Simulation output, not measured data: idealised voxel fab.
The following is a process module called voxel released beams.
This is section cut - it's 220 nm across, gridded in 5 nm square cells.
Heads up, the way a cross-section reads in here is a grid of square cells, handed over as bands from the top down, with every band being one or more rows of cells. It is stipulated that each band's entry specify, in nanometres, the height of the top of the band and then that of its bottom, followed by the materials of the band in left-to-right sequence, each together with its width in nanometres. A single material marked by the word "all across" is understood to fill the band from edge to edge; the word "empty" is understood to denote empty space. A quick word on heights: they are counted from 0, and under that level the wafer as it came to us is one material throughout. The lowest band is different from the rest in having no bottom; it simply continues downward, written as in "from 0 down". Read "30 to 40" as a graded width: first number on top, second number at the bottom, same change between each pair of neighbouring rows. Take "nothing changed" at face value: in the step it is given for, the cross-section changed in none of its cells. "Entrapped void list" - sealed voids, min. 8 cells, no opening to top; format: width x height at distance (distance from left edge; nm throughout). On a step's line, text after the settings is the simulator commenting on that step. "overlay nm" on a masked step: distance the mask lay right of its planned place, negative for left.
# The process steps that were planned are listed below
1. RECEIVE (material Si)
2. CONFORMAL_DEP (material SiN; thk nm 10)
3. DIRECTIONAL_DEP (material SiO2; thk nm 10)
4. MASKED_ETCH (tone open; mask id ANCHOR; width nm 25; etch materials SiO2; depth nm 10; overlay nm 0)
5. CONFORMAL_DEP (material W; thk nm 10)
6. DIRECTIONAL_DEP (material aC; thk nm 15)
7. PATTERN (tone cover; mask id BEAM; material resist; width nm 110; thk nm 30; overlay nm 0)
8. DIRECTIONAL_ETCH (etch materials aC; depth nm 15)
9. STRIP (etch materials resist)
10. DIRECTIONAL_ETCH (etch materials W; depth nm 10)
11. STRIP (etch materials aC)
12. STRIP (etch materials SiO2)
What sets these wafers apart? The width nm at step 4. They all start alike, and the plan carries the first wafer's value.
# Cross-section of the first of several wafers as received (after step 1)
> from 0 down: Si all across
> Entrapped void list: none
# Take any row and you have a wafer at the end of the module: how many cells of each material it has gained (+) or lost (-) since it was received, and then its closed voids
width nm 25 | +88 SiN | +52 W | Entrapped void list: none
width nm 30 | +88 SiN | +52 W | Entrapped void list: none
width nm 35 | +88 SiN | +52 W | Entrapped void list: none
width nm 40 | +88 SiN | +52 W | Entrapped void list: none
width nm 45 | +88 SiN | +52 W | Entrapped void list: none
width nm 50 | +88 SiN | +52 W | Entrapped void list: none
